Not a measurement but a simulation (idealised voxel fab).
Presented below is a process module, voxel capacitor over wiring.
Cross-section cut spans 200 nm and uses square cells 5 nm in size.
A cross-section is a grid of square cells, given in bands from the top down. A band is one or more rows of cells. Each band's line starts with the height of the band's top and of its bottom, in nm. Then come its materials from left to right, each with its width in nm. One material with "throughout" fills the band from edge to edge. "empty" is empty space. Zero point of the height axis is 0; under it, received wafer = one material. Lowest band: continues down indefinitely, "top 0, no bottom". A width given as "30->40" starts at the first number in the band's top row and ends at the second number in its bottom row, shifting by an equal amount at every step from row to row. "no modification" means the step left every cell of the cross-section as it was. Closed-off voids of 8+ cells (no open route to the top) go in "Completely enclosed voids", written width x height at distance from the left edge, in nm. On each step's line, the part that comes after the settings is the simulator's own comment on the step. overlay nm: where the mask lay relative to plan, measured to the right, on steps with a mask; negatives go left.

The steps planned for the process are as follows:
- 1: RECEIVE | material Si
- 2: CONFORMAL_DEP | material SiO2 | thk nm 10
- 3: CONFORMAL_DEP | material SiCN | thk nm 5
- 4: DIRECTIONAL_DEP | material SiO2 | thk nm 15
- 5: MASKED_ETCH | tone open | mask id METAL_1 | width nm 20 | pitch nm 70 | etch materials SiO2 | depth nm 15 | overlay nm 0
- 6: MASKED_ETCH | tone open | mask id METAL_1 | width nm 20 | pitch nm 70 | etch materials SiCN | depth nm 5 | overlay nm 0
- 7: CONFORMAL_DEP | material TiN | thk nm 5
- 8: FILL_DEP | material W | thk nm 10
- 9: CMP | height nm 30
- 10: CONFORMAL_DEP | material SiCN | thk nm 5
- 11: DIRECTIONAL_DEP | material lowk | thk nm 20
- 12: PATTERN | tone open | mask id PLUG_1 | material resist | width nm 15 | thk nm 20 | overlay nm 0
- 13: DIRECTIONAL_ETCH | etch materials lowk | depth nm 20
- 14: DIRECTIONAL_ETCH | etch materials SiCN | depth nm 5
- 15: STRIP | etch materials resist
- 16: CONFORMAL_DEP | material TiN | thk nm 5
- 17: FILL_DEP | material Cu | thk nm 10
- 18: CMP | height nm 55
- 19: DIRECTIONAL_DEP | material TiN | thk nm 5
- 20: DIRECTIONAL_DEP | material Al2O3 | thk nm 5
- 21: DIRECTIONAL_DEP | material TiN | thk nm 10
- 22: MASKED_ETCH | tone cover | mask id UPPER_PLATE | width nm 55 | etch materials TiN | depth nm 10 | overlay nm 0
- 23: MASKED_ETCH | tone cover | mask id UPPER_PLATE | width nm 55 | etch materials Al2O3 | depth nm 5 | overlay nm 0
- 24: MASKED_ETCH | tone cover | mask id LOWER_PLATE | width nm 65 | etch materials TiN | depth nm 5 | overlay nm 0
- 25: FILL_DEP | material SiO2 | thk nm 15
- 26: CMP | height nm 85
- 27: MASKED_ETCH | tone open | mask id PLUG_2 | width nm 15 | etch materials SiO2 | depth nm 10 | overlay nm 0
- 28: CONFORMAL_DEP | material TiN | thk nm 5
- 29: FILL_DEP | material Cu | thk nm 10
- 30: CMP | height nm 85
- 31: CONFORMAL_DEP | material SiN | thk nm 5

First wafer out of two, processed as planned:

Cross-sectional view of the wafer in its as-received condition, corresponding to the state after step 1:
* top 0, no bottom  Si throughout
* Completely enclosed voids: none

Wafer after step 2 (cross-section):
* top 10, bottom 0  SiO2 throughout
* Below 0 it's all the same as before, nothing changed down there.

Wafer after step 3 (cross-section):
* top 15, bottom 10  SiCN throughout
* Below 10 it's all the same as before, nothing changed down there.

Wafer after step 4 (cross-section):
* top 30, bottom 15  SiO2 throughout
* Below 15 it's all the same as before, nothing changed down there.

Wafer after step 5 (cross-section):
* top 30, bottom 15  SiO2 55 nm, empty 20 nm, SiO2 50 nm, empty 20 nm, SiO2 55 nm
* Below 15 it's all the same as before, nothing changed down there.

Wafer after step 6 (cross-section):
* top 30, bottom 15  SiO2 55 nm, empty 20 nm, SiO2 50 nm, empty 20 nm, SiO2 55 nm
* top 15, bottom 10  SiCN 55 nm, empty 20 nm, SiCN 50 nm, empty 20 nm, SiCN 55 nm
* Below 10 it's all the same as before, nothing changed down there.

Wafer after step 7 (cross-section):
* top 35, bottom 30  TiN 60 nm, empty 10 nm, TiN 60 nm, empty 10 nm, TiN 60 nm
* top 30, bottom 15  SiO2 55 nm, TiN 5 nm, empty 10 nm, TiN 5 nm, SiO2 50 nm, TiN 5 nm, empty 10 nm, TiN 5 nm, SiO2 55 nm
* top 15, bottom 10  SiCN 55 nm, TiN 20 nm, SiCN 50 nm, TiN 20 nm, SiCN 55 nm
* Below 10 it's all the same as before, nothing changed down there.

Wafer after step 8 (cross-section):
* top 45, bottom 35  W throughout
* top 35, bottom 30  TiN 60 nm, W 10 nm, TiN 60 nm, W 10 nm, TiN 60 nm
* top 30, bottom 15  SiO2 55 nm, TiN 5 nm, W 10 nm, TiN 5 nm, SiO2 50 nm, TiN 5 nm, W 10 nm, TiN 5 nm, SiO2 55 nm
* Below 15 it's all the same as before, nothing changed down there.

Wafer after step 9 (cross-section):
* top 30, bottom 15  SiO2 55 nm, TiN 5 nm, W 10 nm, TiN 5 nm, SiO2 50 nm, TiN 5 nm, W 10 nm, TiN 5 nm, SiO2 55 nm
* Below 15 it's all the same as before, nothing changed down there.

Wafer after step 10 (cross-section):
* top 35, bottom 30  SiCN throughout
* Below 30 it's all the same as before, nothing changed down there.

Wafer after step 11 (cross-section):
* top 55, bottom 35  lowk throughout
* Below 35 it's all the same as before, nothing changed down there.

Wafer after step 12 (cross-section):
* top 75, bottom 55  resist 60 nm, empty 15 nm, resist 125 nm
* Below 55 it's all the same as before, nothing changed down there.

Wafer after step 13 (cross-section):
* top 75, bottom 55  resist 60 nm, empty 15 nm, resist 125 nm
* top 55, bottom 35  lowk 60 nm, empty 15 nm, lowk 125 nm
* Below 35 it's all the same as before, nothing changed down there.

Wafer after step 14 (cross-section):
* top 75, bottom 55  resist 60 nm, empty 15 nm, resist 125 nm
* top 55, bottom 35  lowk 60 nm, empty 15 nm, lowk 125 nm
* top 35, bottom 30  SiCN 60 nm, empty 15 nm, SiCN 125 nm
* Below 30 it's all the same as before, nothing changed down there.

Wafer after step 15 (cross-section):
* top 55, bottom 35  lowk 60 nm, empty 15 nm, lowk 125 nm
* Below 35 it's all the same as before, nothing changed down there.

Wafer after step 16 (cross-section):
* top 60, bottom 55  TiN 65 nm, empty 5 nm, TiN 130 nm
* top 55, bottom 35  lowk 60 nm, TiN 5 nm, empty 5 nm, TiN 5 nm, lowk 125 nm
* top 35, bottom 30  SiCN 60 nm, TiN 15 nm, SiCN 125 nm
* Below 30 it's all the same as before, nothing changed down there.

Wafer after step 17 (cross-section):
* top 70, bottom 60  Cu throughout
* top 60, bottom 55  TiN 65 nm, Cu 5 nm, TiN 130 nm
* top 55, bottom 35  lowk 60 nm, TiN 5 nm, Cu 5 nm, TiN 5 nm, lowk 125 nm
* Below 35 it's all the same as before, nothing changed down there.

Wafer after step 18 (cross-section):
* top 55, bottom 35  lowk 60 nm, TiN 5 nm, Cu 5 nm, TiN 5 nm, lowk 125 nm
* Below 35 it's all the same as before, nothing changed down there.

Wafer after step 19 (cross-section):
* top 60, bottom 55  TiN throughout
* Below 55 it's all the same as before, nothing changed down there.

Wafer after step 20 (cross-section):
* top 65, bottom 60  Al2O3 throughout
* Below 60 it's all the same as before, nothing changed down there.

Wafer after step 21 (cross-section):
* top 75, bottom 65  TiN throughout
* Below 65 it's all the same as before, nothing changed down there.

Wafer after step 22 (cross-section):
* top 75, bottom 65  empty 60 nm, TiN 55 nm, empty 85 nm
* Below 65 it's all the same as before, nothing changed down there.

Wafer after step 23 (cross-section):
* top 75, bottom 65  empty 60 nm, TiN 55 nm, empty 85 nm
* top 65, bottom 60  empty 60 nm, Al2O3 55 nm, empty 85 nm
* Below 60 it's all the same as before, nothing changed down there.

Wafer after step 24 (cross-section):
* top 75, bottom 65  empty 60 nm, TiN 55 nm, empty 85 nm
* top 65, bottom 60  empty 60 nm, Al2O3 55 nm, empty 85 nm
* top 60, bottom 55  empty 55 nm, TiN 65 nm, empty 80 nm
* Below 55 it's all the same as before, nothing changed down there.

Wafer after step 25 (cross-section):
* top 90, bottom 75  SiO2 throughout
* top 75, bottom 65  SiO2 60 nm, TiN 55 nm, SiO2 85 nm
* top 65, bottom 60  SiO2 60 nm, Al2O3 55 nm, SiO2 85 nm
* top 60, bottom 55  SiO2 55 nm, TiN 65 nm, SiO2 80 nm
* Below 55 it's all the same as before, nothing changed down there.

Wafer after step 26 (cross-section):
* top 85, bottom 75  SiO2 throughout
* Below 75 it's all the same as before, nothing changed down there.

Wafer after step 27 (cross-section):
* top 85, bottom 75  SiO2 70 nm, empty 15 nm, SiO2 115 nm
* Below 75 it's all the same as before, nothing changed down there.

Wafer after step 28 (cross-section):
* top 90, bottom 85  TiN 75 nm, empty 5 nm, TiN 120 nm
* top 85, bottom 80  SiO2 70 nm, TiN 5 nm, empty 5 nm, TiN 5 nm, SiO2 115 nm
* top 80, bottom 75  SiO2 70 nm, TiN 15 nm, SiO2 115 nm
* Below 75 it's all the same as before, nothing changed down there.

Wafer after step 29 (cross-section):
* top 100, bottom 90  Cu throughout
* top 90, bottom 85  TiN 75 nm, Cu 5 nm, TiN 120 nm
* top 85, bottom 80  SiO2 70 nm, TiN 5 nm, Cu 5 nm, TiN 5 nm, SiO2 115 nm
* Below 80 it's all the same as before, nothing changed down there.

Wafer after step 30 (cross-section):
* top 85, bottom 80  SiO2 70 nm, TiN 5 nm, Cu 5 nm, TiN 5 nm, SiO2 115 nm
* Below 80 it's all the same as before, nothing changed down there.

Wafer after step 31 (cross-section):
* top 90, bottom 85  SiN throughout
* Below 85 it's all the same as before, nothing changed down there.

The Second Wafer: Common Origin and Plan, One Mistake in Execution, Identical to the First Through Step 5:

Look at the second wafer in cross-section at the time step 6 ought to have finished:
* top 30, bottom 15  SiO2 55 nm, empty 20 nm, SiO2 50 nm, empty 20 nm, SiO2 55 nm
* top 15, bottom 10  SiCN 55 nm, empty 20 nm, SiCN 50 nm, empty 20 nm, SiCN 55 nm
* Below 10 it's all the same as before, nothing changed down there.

Look at the second wafer in cross-section at the time step 7 ought to have finished:
* top 35, bottom 30  TiN 60 nm, empty 10 nm, TiN 60 nm, empty 10 nm, TiN 60 nm
* top 30, bottom 15  SiO2 55 nm, TiN 5 nm, empty 10 nm, TiN 5 nm, SiO2 50 nm, TiN 5 nm, empty 10 nm, TiN 5 nm, SiO2 55 nm
* top 15, bottom 10  SiCN 55 nm, TiN 20 nm, SiCN 50 nm, TiN 20 nm, SiCN 55 nm
* Below 10 it's all the same as before, nothing changed down there.

Look at the second wafer in cross-section at the time step 8 ought to have finished:
* top 45, bottom 35  W throughout
* top 35, bottom 30  TiN 60 nm, W 10 nm, TiN 60 nm, W 10 nm, TiN 60 nm
* top 30, bottom 15  SiO2 55 nm, TiN 5 nm, W 10 nm, TiN 5 nm, SiO2 50 nm, TiN 5 nm, W 10 nm, TiN 5 nm, SiO2 55 nm
* Below 15 it's all the same as before, nothing changed down there.

Look at the second wafer in cross-section at the time step 9 ought to have finished:
* top 30, bottom 15  SiO2 55 nm, TiN 5 nm, W 10 nm, TiN 5 nm, SiO2 50 nm, TiN 5 nm, W 10 nm, TiN 5 nm, SiO2 55 nm
* Below 15 it's all the same as before, nothing changed down there.

Look at the second wafer in cross-section at the time step 10 ought to have finished:
* top 35, bottom 30  SiCN throughout
* Below 30 it's all the same as before, nothing changed down there.

Look at the second wafer in cross-section at the time step 11 ought to have finished:
* top 55, bottom 35  lowk throughout
* Below 35 it's all the same as before, nothing changed down there.

Look at the second wafer in cross-section at the time step 12 ought to have finished:
* top 75, bottom 55  resist 60 nm, empty 15 nm, resist 125 nm
* Below 55 it's all the same as before, nothing changed down there.

Look at the second wafer in cross-section at the time step 13 ought to have finished:
* top 75, bottom 55  resist 60 nm, empty 15 nm, resist 125 nm
* top 55, bottom 35  lowk 60 nm, empty 15 nm, lowk 125 nm
* Below 35 it's all the same as before, nothing changed down there.

Look at the second wafer in cross-section at the time step 14 ought to have finished:
* top 75, bottom 55  resist 60 nm, empty 15 nm, resist 125 nm
* top 55, bottom 35  lowk 60 nm, empty 15 nm, lowk 125 nm
* top 35, bottom 30  SiCN 60 nm, empty 15 nm, SiCN 125 nm
* Below 30 it's all the same as before, nothing changed down there.

Look at the second wafer in cross-section at the time step 15 ought to have finished:
* top 55, bottom 35  lowk 60 nm, empty 15 nm, lowk 125 nm
* Below 35 it's all the same as before, nothing changed down there.

Look at the second wafer in cross-section at the time step 16 ought to have finished:
* top 60, bottom 55  TiN 65 nm, empty 5 nm, TiN 130 nm
* top 55, bottom 35  lowk 60 nm, TiN 5 nm, empty 5 nm, TiN 5 nm, lowk 125 nm
* top 35, bottom 30  SiCN 60 nm, TiN 15 nm, SiCN 125 nm
* Below 30 it's all the same as before, nothing changed down there.

Look at the second wafer in cross-section at the time step 17 ought to have finished:
* top 70, bottom 60  Cu throughout
* top 60, bottom 55  TiN 65 nm, Cu 5 nm, TiN 130 nm
* top 55, bottom 35  lowk 60 nm, TiN 5 nm, Cu 5 nm, TiN 5 nm, lowk 125 nm
* Below 35 it's all the same as before, nothing changed down there.

Look at the second wafer in cross-section at the time step 18 ought to have finished:
* top 55, bottom 35  lowk 60 nm, TiN 5 nm, Cu 5 nm, TiN 5 nm, lowk 125 nm
* Below 35 it's all the same as before, nothing changed down there.

Look at the second wafer in cross-section at the time step 19 ought to have finished:
* top 60, bottom 55  TiN throughout
* Below 55 it's all the same as before, nothing changed down there.

Look at the second wafer in cross-section at the time step 20 ought to have finished:
* top 65, bottom 60  Al2O3 throughout
* Below 60 it's all the same as before, nothing changed down there.

Look at the second wafer in cross-section at the time step 21 ought to have finished:
* top 75, bottom 65  TiN throughout
* Below 65 it's all the same as before, nothing changed down there.

Look at the second wafer in cross-section at the time step 22 ought to have finished:
* top 75, bottom 65  empty 60 nm, TiN 55 nm, empty 85 nm
* Below 65 it's all the same as before, nothing changed down there.

Look at the second wafer in cross-section at the time step 23 ought to have finished:
* top 75, bottom 65  empty 60 nm, TiN 55 nm, empty 85 nm
* top 65, bottom 60  empty 60 nm, Al2O3 55 nm, empty 85 nm
* Below 60 it's all the same as before, nothing changed down there.

Look at the second wafer in cross-section at the time step 24 ought to have finished:
* top 75, bottom 65  empty 60 nm, TiN 55 nm, empty 85 nm
* top 65, bottom 60  empty 60 nm, Al2O3 55 nm, empty 85 nm
* top 60, bottom 55  empty 55 nm, TiN 65 nm, empty 80 nm
* Below 55 it's all the same as before, nothing changed down there.

Look at the second wafer in cross-section at the time step 25 ought to have finished:
* top 90, bottom 75  SiO2 throughout
* top 75, bottom 65  SiO2 60 nm, TiN 55 nm, SiO2 85 nm
* top 65, bottom 60  SiO2 60 nm, Al2O3 55 nm, SiO2 85 nm
* top 60, bottom 55  SiO2 55 nm, TiN 65 nm, SiO2 80 nm
* Below 55 it's all the same as before, nothing changed down there.

Look at the second wafer in cross-section at the time step 26 ought to have finished:
* top 85, bottom 75  SiO2 throughout
* Below 75 it's all the same as before, nothing changed down there.

Look at the second wafer in cross-section at the time step 27 ought to have finished:
* top 85, bottom 75  SiO2 70 nm, empty 15 nm, SiO2 115 nm
* Below 75 it's all the same as before, nothing changed down there.

Look at the second wafer in cross-section at the time step 28 ought to have finished:
* top 90, bottom 85  TiN 75 nm, empty 5 nm, TiN 120 nm
* top 85, bottom 80  SiO2 70 nm, TiN 5 nm, empty 5 nm, TiN 5 nm, SiO2 115 nm
* top 80, bottom 75  SiO2 70 nm, TiN 15 nm, SiO2 115 nm
* Below 75 it's all the same as before, nothing changed down there.

Look at the second wafer in cross-section at the time step 29 ought to have finished:
* top 100, bottom 90  Cu throughout
* top 90, bottom 85  TiN 75 nm, Cu 5 nm, TiN 120 nm
* top 85, bottom 80  SiO2 70 nm, TiN 5 nm, Cu 5 nm, TiN 5 nm, SiO2 115 nm
* Below 80 it's all the same as before, nothing changed down there.

Look at the second wafer in cross-section at the time step 30 ought to have finished:
* top 85, bottom 80  SiO2 70 nm, TiN 5 nm, Cu 5 nm, TiN 5 nm, SiO2 115 nm
* Below 80 it's all the same as before, nothing changed down there.

Look at the second wafer in cross-section at the time step 31 ought to have finished:
* top 90, bottom 85  SiN throughout
* Below 85 it's all the same as before, nothing changed down there.
The mistake made against the process plan was this: execution of plan step 6 occurred twice
Same final cross-section on the two wafers, so the model's numbers don't move because of the mistake.
